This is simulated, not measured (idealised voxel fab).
The following process module bears the name voxel wiring stack.
Each square cell in cross-section cut measures 5 nm, and the section as a whole is 260 nm wide.
Cross-section = grid of square cells, listed top down in bands; band = one or more rows.
Top height, bottom height, nm. Materials left to right, width each, nm. Single material + "edge to edge" = fills band edge to edge. "empty" = empty.
A quick word on heights: they are counted from 0, and under that level the wafer as it came to us is one material throughout. The lowest band is different from the rest in having no bottom; it simply continues downward, written as in "0 -> down".
Read "30->40" as a graded width: first number on top, second number at the bottom, same change between each pair of neighbouring rows.
"no alteration" (step): cross-section cells unchanged, all of them.
"Fully closed voids" lists enclosed empty spaces (at least 8 cells, no open path upward to the top), each as width x height at distance from the left edge, in nm.
Where a step's line continues beyond its settings, the continuation is a remark by the simulator itself on that step.
overlay nm: how far to the right of its planned place the mask lay on this masked step (negative: to the left).

[Planned step list for the process]
step 1: RECEIVE, material Si
step 2: CONFORMAL_DEP, material SiO2, thk nm 15
step 3: DIRECTIONAL_DEP, material TiN, thk nm 5
step 4: DIRECTIONAL_DEP, material W, thk nm 15
step 5: DIRECTIONAL_DEP, material aC, thk nm 10
step 6: PATTERN, tone cover, mask id METAL_1, material resist, width nm 20, pitch nm 50, thk nm 25, overlay nm 0
step 7: DIRECTIONAL_ETCH, etch materials aC, depth nm 10
step 8: STRIP, etch materials resist
step 9: DIRECTIONAL_ETCH, etch materials W, depth nm 15
step 10: DIRECTIONAL_ETCH, etch materials TiN, depth nm 5
step 11: STRIP, etch materials aC
step 12: FILL_DEP, material SiO2, thk nm 5
step 13: CMP, height nm 35
step 14: CONFORMAL_DEP, material SiCN, thk nm 5
step 15: DIRECTIONAL_DEP, material SiO2, thk nm 20
step 16: PATTERN, tone open, mask id PLUG_1, material resist, width nm 15, pitch nm 50, thk nm 15, overlay nm 0
step 17: DIRECTIONAL_ETCH, etch materials SiO2, depth nm 20
step 18: DIRECTIONAL_ETCH, etch materials SiCN, depth nm 5
step 19: STRIP, etch materials resist
step 20: CONFORMAL_DEP, material TiN, thk nm 5
step 21: FILL_DEP, material Cu, thk nm 10
step 22: CMP, height nm 60
step 23: CONFORMAL_DEP, material SiN, thk nm 5
step 24: DIRECTIONAL_DEP, material lowk, thk nm 25
step 25: DIRECTIONAL_DEP, material aC, thk nm 15
step 26: PATTERN, tone open, mask id METAL_2, material resist, width nm 20, pitch nm 50, thk nm 35, overlay nm 0
step 27: DIRECTIONAL_ETCH, etch materials aC, depth nm 15
step 28: STRIP, etch materials resist
step 29: DIRECTIONAL_ETCH, etch materials lowk, depth nm 25
step 30: DIRECTIONAL_ETCH, etch materials SiN, depth nm 5
step 31: STRIP, etch materials aC
step 32: CONFORMAL_DEP, material TiN, thk nm 5
step 33: FILL_DEP, material W, thk nm 10
step 34: CMP, height nm 90
step 35: EPI, material Ru, thk nm 5
step 36: FILL_DEP, material SiCN, thk nm 5
step 37: DIRECTIONAL_DEP, material lowk, thk nm 35
step 38: DIRECTIONAL_DEP, material aC, thk nm 15
step 39: PATTERN, tone open, mask id METAL_3, material resist, width nm 20, pitch nm 50, thk nm 35, overlay nm 0
step 40: DIRECTIONAL_ETCH, etch materials aC, depth nm 15
step 41: STRIP, etch materials resist
step 42: DIRECTIONAL_ETCH, etch materials lowk, depth nm 20
step 43: STRIP, etch materials aC
step 44: DIRECTIONAL_DEP, material aC, thk nm 10
step 45: PATTERN, tone open, mask id METAL_3_HOLES, material resist, width nm 15, pitch nm 50, thk nm 30, overlay nm 0
step 46: DIRECTIONAL_ETCH, etch materials aC, depth nm 10
step 47: STRIP, etch materials resist
step 48: DIRECTIONAL_ETCH, etch materials lowk, depth nm 15
step 49: DIRECTIONAL_ETCH, etch materials SiCN, depth nm 5
step 50: STRIP, etch materials aC
step 51: CONFORMAL_DEP, material TiN, thk nm 5
step 52: FILL_DEP, material Ru, thk nm 10
step 53: CMP, height nm 135
step 54: CONFORMAL_DEP, material SiCN, thk nm 5
step 55: DIRECTIONAL_DEP, material lowk, thk nm 25
step 56: PATTERN, tone open, mask id METAL_4, material resist, width nm 20, pitch nm 50, thk nm 20, overlay nm 0
step 57: DIRECTIONAL_ETCH, etch materials lowk, depth nm 15
step 58: STRIP, etch materials resist
step 59: MASKED_ETCH, tone open, mask id METAL_4_HOLES, width nm 15, pitch nm 50, etch materials lowk, depth nm 10, overlay nm 0
step 60: MASKED_ETCH, tone open, mask id METAL_4_HOLES, width nm 15, pitch nm 50, etch materials SiCN, depth nm 5, overlay nm 0
step 61: CONFORMAL_DEP, material TiN, thk nm 5
step 62: FILL_DEP, material Cu, thk nm 10
step 63: CMP, height nm 165
step 64: CONFORMAL_DEP, material SiN, thk nm 5

[Wafer cross-section on receipt, i.e. after step 1]
- 0 -> down  Si edge to edge
- Fully closed voids: none

[Cross-section taken at module completion on the first of two wafers; processed per the plan]
- 170 -> 165  SiN edge to edge
- 165 -> 155  lowk: 70, TiN: 5, Cu: 10, TiN: 5, lowk: 30, TiN: 5, Cu: 10, TiN: 5, lowk: 30, TiN: 5, Cu: 10, TiN: 5, lowk: 70
- 155 -> 150  lowk: 70, TiN: 5, Cu: 5, TiN: 10, lowk: 30, TiN: 5, Cu: 5, TiN: 10, lowk: 30, TiN: 5, Cu: 5, TiN: 10, lowk: 70
- 150 -> 140  lowk: 70, TiN: 5, Cu: 5, TiN: 5, lowk: 35, TiN: 5, Cu: 5, TiN: 5, lowk: 35, TiN: 5, Cu: 5, TiN: 5, lowk: 75
- 140 -> 135  SiCN: 70, TiN: 15, SiCN: 35, TiN: 15, SiCN: 35, TiN: 15, SiCN: 75
- 135 -> 120  lowk: 70, TiN: 5, Ru: 10, TiN: 5, lowk: 30, TiN: 5, Ru: 10, TiN: 5, lowk: 30, TiN: 5, Ru: 10, TiN: 5, lowk: 70
- 120 -> 115  lowk: 70, TiN: 5, Ru: 5, TiN: 10, lowk: 30, TiN: 5, Ru: 5, TiN: 10, lowk: 30, TiN: 5, Ru: 5, TiN: 10, lowk: 70
- 115 -> 100  lowk: 70, TiN: 5, Ru: 5, TiN: 5, lowk: 35, TiN: 5, Ru: 5, TiN: 5, lowk: 35, TiN: 5, Ru: 5, TiN: 5, lowk: 75
- 100 -> 95  SiCN: 70, TiN: 15, SiCN: 35, TiN: 15, SiCN: 35, TiN: 15, SiCN: 75
- 95 -> 90  SiCN: 65, Ru: 30, SiCN: 20, Ru: 30, SiCN: 20, Ru: 30, SiCN: 65
- 90 -> 65  lowk: 70, TiN: 5, W: 10, TiN: 5, lowk: 30, TiN: 5, W: 10, TiN: 5, lowk: 30, TiN: 5, W: 10, TiN: 5, lowk: 70
- 65 -> 60  SiN: 70, TiN: 20, SiN: 30, TiN: 20, SiN: 30, TiN: 20, SiN: 70
- 60 -> 40  SiO2: 70, TiN: 5, Cu: 5, TiN: 5, SiO2: 35, TiN: 5, Cu: 5, TiN: 5, SiO2: 35, TiN: 5, Cu: 5, TiN: 5, SiO2: 75
- 40 -> 35  SiCN: 70, TiN: 15, SiCN: 35, TiN: 15, SiCN: 35, TiN: 15, SiCN: 75
- 35 -> 20  SiO2: 70, W: 20, SiO2: 30, W: 20, SiO2: 30, W: 20, SiO2: 70
- 20 -> 15  SiO2: 70, TiN: 20, SiO2: 30, TiN: 20, SiO2: 30, TiN: 20, SiO2: 70
- 15 -> 0  SiO2 edge to edge
- 0 -> down  Si edge to edge
- Fully closed voids: none

[Now the second wafer, cross-sectioned at the end of the module. Nothing different at the start, nothing different in the plan compared with the first, just one mistake when it was actually run]
- 170 -> 165  SiN edge to edge
- 165 -> 155  lowk: 70, TiN: 5, Cu: 10, TiN: 5, lowk: 30, TiN: 5, Cu: 10, TiN: 5, lowk: 30, TiN: 5, Cu: 10, TiN: 5, lowk: 70
- 155 -> 150  lowk: 70, TiN: 5, Cu: 5, TiN: 10, lowk: 30, TiN: 5, Cu: 5, TiN: 10, lowk: 30, TiN: 5, Cu: 5, TiN: 10, lowk: 70
- 150 -> 140  lowk: 70, TiN: 5, Cu: 5, TiN: 5, lowk: 35, TiN: 5, Cu: 5, TiN: 5, lowk: 35, TiN: 5, Cu: 5, TiN: 5, lowk: 75
- 140 -> 135  SiCN: 70, TiN: 15, SiCN: 35, TiN: 15, SiCN: 35, TiN: 15, SiCN: 75
- 135 -> 130  Ru: 60, TiN: 15, Ru: 10, TiN: 15, Ru: 10, TiN: 15, Ru: 10, TiN: 15, Ru: 10, TiN: 15, Ru: 10, TiN: 15, Ru: 60
- 130 -> 125  TiN: 65, lowk: 5, TiN: 5, Ru: 10, TiN: 5, lowk: 5, TiN: 20, lowk: 5, TiN: 5, Ru: 10, TiN: 5, lowk: 5, TiN: 20, lowk: 5, TiN: 5, Ru: 10, TiN: 5, lowk: 5, TiN: 65
- 125 -> 115  lowk: 70, TiN: 5, Ru: 10, TiN: 5, lowk: 30, TiN: 5, Ru: 10, TiN: 5, lowk: 30, TiN: 5, Ru: 10, TiN: 5, lowk: 70
- 115 -> 110  lowk: 70, TiN: 5, Ru: 5, TiN: 10, lowk: 30, TiN: 5, Ru: 5, TiN: 10, lowk: 30, TiN: 5, Ru: 5, TiN: 10, lowk: 70
- 110 -> 100  lowk: 70, TiN: 5, Ru: 5, TiN: 5, lowk: 35, TiN: 5, Ru: 5, TiN: 5, lowk: 35, TiN: 5, Ru: 5, TiN: 5, lowk: 75
- 100 -> 95  lowk: 70, TiN: 15, lowk: 35, TiN: 15, lowk: 35, TiN: 15, lowk: 75
- 95 -> 90  lowk: 65, Ru: 30, lowk: 20, Ru: 30, lowk: 20, Ru: 30, lowk: 65
- 90 -> 65  lowk: 70, TiN: 5, W: 10, TiN: 5, lowk: 30, TiN: 5, W: 10, TiN: 5, lowk: 30, TiN: 5, W: 10, TiN: 5, lowk: 70
- 65 -> 60  SiN: 70, TiN: 20, SiN: 30, TiN: 20, SiN: 30, TiN: 20, SiN: 70
- 60 -> 40  SiO2: 70, TiN: 5, Cu: 5, TiN: 5, SiO2: 35, TiN: 5, Cu: 5, TiN: 5, SiO2: 35, TiN: 5, Cu: 5, TiN: 5, SiO2: 75
- 40 -> 35  SiCN: 70, TiN: 15, SiCN: 35, TiN: 15, SiCN: 35, TiN: 15, SiCN: 75
- 35 -> 20  SiO2: 70, W: 20, SiO2: 30, W: 20, SiO2: 30, W: 20, SiO2: 70
- 20 -> 15  SiO2: 70, TiN: 20, SiO2: 30, TiN: 20, SiO2: 30, TiN: 20, SiO2: 70
- 15 -> 0  SiO2 edge to edge
- 0 -> down  Si edge to edge
- Fully closed voids: none
Error vs. plan: not run: step 36 of the plan (skipped)
Final comparison by cell count, materials where the second wafer has more or fewer than the first: +31 Ru, -77 SiCN, +46 TiN
